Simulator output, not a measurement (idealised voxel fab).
The following is a process module called voxel self aligned vias.
For reference, the cross-section in this document is cut, with width 255 nm and square cells of 5 nm.
Think of the cross-section as a grid of square cells. We describe it in bands, top to bottom, and each band covers one or more rows of those cells. The band entry comprises the height of the band's top followed by the height of its bottom, expressed in nm, and subsequently the band's materials from left to right, each stated together with its width in nm. Where a single material is marked with the word "everywhere", that material fills the band from edge to edge. The word "blank" represents empty space. The level at which height equals 0 is the one under which the wafer, as it arrives, is entirely one material. No lower edge exists for the bottom band, which continues downward and is notated as in "from 0 down". A width given as "30->40" starts at the first number in the band's top row and ends at the second number in its bottom row, shifting by an equal amount at every step from row to row. "nothing different", as given for a step, is the statement that not any cell of the cross-section underwent a change during that step. You'll see "Sealed-off cavities" listing empty spaces that have no way open to the top, as long as they're 8 cells or more; the notation is width x height at distance, where the distance is from the left edge, and all of it is in nm. The remark found on a step's line after its settings is issued by the simulator itself and pertains to that step. overlay nm: where the mask lay relative to plan, measured to the right, on steps with a mask; negatives go left.

-- Below is the list of planned process steps
1,RECEIVE with material Si
2,CONFORMAL_DEP with material SiO2, thk nm 15
3,CONFORMAL_DEP with material SiCN, thk nm 5
4,DIRECTIONAL_DEP with material SiO2, thk nm 25
5,PATTERN with tone open, mask id LINES, material resist, width nm 25, pitch nm 65, thk nm 20, overlay nm 0
6,DIRECTIONAL_ETCH with etch materials SiO2, depth nm 25
7,STRIP with etch materials resist
8,CONFORMAL_DEP with material TiN, thk nm 5
9,FILL_DEP with material W, thk nm 10
10,CMP with height nm 45
11,SELECTIVE_ETCH with etch materials W Ru TiN, depth nm 5
12,FILL_DEP with material SiN, thk nm 10
13,CMP with height nm 45
14,DIRECTIONAL_DEP with material SiO2, thk nm 20
15,DIRECTIONAL_DEP with material aC, thk nm 15
16,PATTERN with tone open, mask id VIAS, material resist, width nm 45, pitch nm 65, thk nm 30, overlay nm 0
17,DIRECTIONAL_ETCH with etch materials aC, depth nm 15
18,STRIP with etch materials resist
19,DIRECTIONAL_ETCH with etch materials SiO2, depth nm 20
20,DIRECTIONAL_ETCH with etch materials SiN, depth nm 5
21,STRIP with etch materials aC
22,CONFORMAL_DEP with material TiN, thk nm 5
23,FILL_DEP with material W, thk nm 5
24,CMP with height nm 65
25,CONFORMAL_DEP with material SiN, thk nm 5

-- Cross-section of the wafer as it came to us, i.e., already through step 1
	from 0 down  Si everywhere
	Sealed-off cavities: none

-- Sectioned view, first of two wafers, at the close of the module, processed as intended in the plan
	from 70 to 65  SiN everywhere
	from 65 to 50  40 nm SiO2, then 5 nm TiN, then 35 nm W, then 5 nm TiN, then 20 nm SiO2, then 5 nm TiN, then 35 nm W, then 5 nm TiN, then 20 nm SiO2, then 5 nm TiN, then 35 nm W, then 5 nm TiN, then 40 nm SiO2
	from 50 to 45  40 nm SiO2, then 15 nm TiN, then 15 nm W, then 15 nm TiN, then 20 nm SiO2, then 15 nm TiN, then 15 nm W, then 15 nm TiN, then 20 nm SiO2, then 15 nm TiN, then 15 nm W, then 15 nm TiN, then 40 nm SiO2
	from 45 to 40  50 nm SiO2, then 25 nm TiN, then 40 nm SiO2, then 25 nm TiN, then 40 nm SiO2, then 25 nm TiN, then 50 nm SiO2
	from 40 to 25  50 nm SiO2, then 5 nm TiN, then 15 nm W, then 5 nm TiN, then 40 nm SiO2, then 5 nm TiN, then 15 nm W, then 5 nm TiN, then 40 nm SiO2, then 5 nm TiN, then 15 nm W, then 5 nm TiN, then 50 nm SiO2
	from 25 to 20  50 nm SiO2, then 25 nm TiN, then 40 nm SiO2, then 25 nm TiN, then 40 nm SiO2, then 25 nm TiN, then 50 nm SiO2
	from 20 to 15  SiCN everywhere
	from 15 to 0  SiO2 everywhere
	from 0 down  Si everywhere
	Sealed-off cavities: none

-- Cross-sectional view: second of two wafers, end of module; start and plan identical to the first, one mistake in running
	from 70 to 65  SiN everywhere
	from 65 to 50  40 nm SiO2, then 5 nm TiN, then 35 nm W, then 5 nm TiN, then 20 nm SiO2, then 5 nm TiN, then 35 nm W, then 5 nm TiN, then 20 nm SiO2, then 5 nm TiN, then 35 nm W, then 5 nm TiN, then 40 nm SiO2
	from 50 to 45  40 nm SiO2, then 15 nm TiN, then 15 nm W, then 15 nm TiN, then 20 nm SiO2, then 15 nm TiN, then 15 nm W, then 15 nm TiN, then 20 nm SiO2, then 15 nm TiN, then 15 nm W, then 15 nm TiN, then 40 nm SiO2
	from 45 to 40  50 nm SiO2, then 25 nm TiN, then 40 nm SiO2, then 25 nm TiN, then 40 nm SiO2, then 25 nm TiN, then 50 nm SiO2
	from 40 to 25  50 nm SiO2, then 5 nm TiN, then 15 nm W, then 5 nm TiN, then 40 nm SiO2, then 5 nm TiN, then 15 nm W, then 5 nm TiN, then 40 nm SiO2, then 5 nm TiN, then 15 nm W, then 5 nm TiN, then 50 nm SiO2
	from 25 to 20  50 nm SiO2, then 25 nm TiN, then 40 nm SiO2, then 25 nm TiN, then 40 nm SiO2, then 25 nm TiN, then 50 nm SiO2
	from 20 to 15  Ru everywhere
	from 15 to 0  SiO2 everywhere
	from 0 down  Si everywhere
	Sealed-off cavities: none
Heads up, the wafer didn't run the way we planned it: the process deviated at step 3: the operation and settings actually run there were CONFORMAL_DEP with material Ru, thk nm 5
Wrapping up, a cell-based count of both wafers puts the second over or under the first for these materials: 51 more of Ru, 51 fewer of SiCN
